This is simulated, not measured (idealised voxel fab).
process module | voxel double patterning
cross-section cut | 235 nm wide | cells 5 nm
A cross-section is a grid of square cells, given in bands from the top down. A band is one or more rows of cells.
Each band's line starts with the height of the band's top and of its bottom, in nm. Then come its materials from left to right, each with its width in nm. One material with "throughout" fills the band from edge to edge. "air" is empty space.
Height 0 is the level under which the wafer as received is all one material. The lowest band goes on downwards, as in "0 down".
A width such as "30 to 40" changes by the same amount from each row of cells to the next, from the band's top row to its bottom row.
"no change" after a step means that no cell of the cross-section changed.
closed voids: empty space of 8 cells or more with no open way to the top, each as width x height at its distance from the left edge, in nm
after a step's settings: what the simulator itself notes on the step
overlay nm, on a step with a mask: how far to the right of its planned place the mask lay; to the left if negative
plan
1 op RECEIVE | material Si
2 op CONFORMAL_DEP | material SiN | thk nm 10
3 op DIRECTIONAL_DEP | material SiO2 | thk nm 20
4 op DIRECTIONAL_DEP | material SiCN | thk nm 5
5 op MASKED_ETCH | tone open | mask id FIRST | width nm 15 | pitch nm 50 | etch materials SiCN | depth nm 5 | overlay nm 0
6 op DIRECTIONAL_DEP | material aC | thk nm 15
7 op PATTERN | tone open | mask id SECOND | material resist | width nm 15 | pitch nm 50 | thk nm 35 | overlay nm 0
8 op DIRECTIONAL_ETCH | etch materials aC | depth nm 15
9 op STRIP | etch materials resist
10 op DIRECTIONAL_ETCH | etch materials SiCN | depth nm 5
11 op STRIP | etch materials aC
12 op DIRECTIONAL_ETCH | etch materials SiO2 | depth nm 20
13 op STRIP | etch materials SiCN
as received, after step 1
  0 down: Si throughout
  closed voids: none
first wafer at the end, as planned
  30 to 10: SiO2 60 | air 15 | SiO2 10 | air 15 | SiO2 10 | air 15 | SiO2 10 | air 15 | SiO2 10 | air 15 | SiO2 60
  10 to 0: SiN throughout
  0 down: Si throughout
  closed voids: none
second wafer at the end: like start, like plan, one mistake
  20 to 0: SiO2 60 | air 15 | SiO2 10 | air 15 | SiO2 10 | air 15 | SiO2 10 | air 15 | SiO2 10 | air 15 | SiO2 60
  0 down: Si throughout
  closed voids: none
what went wrong: step 2 was left out
at the end the second wafer has, in cells: 94 fewer of SiN
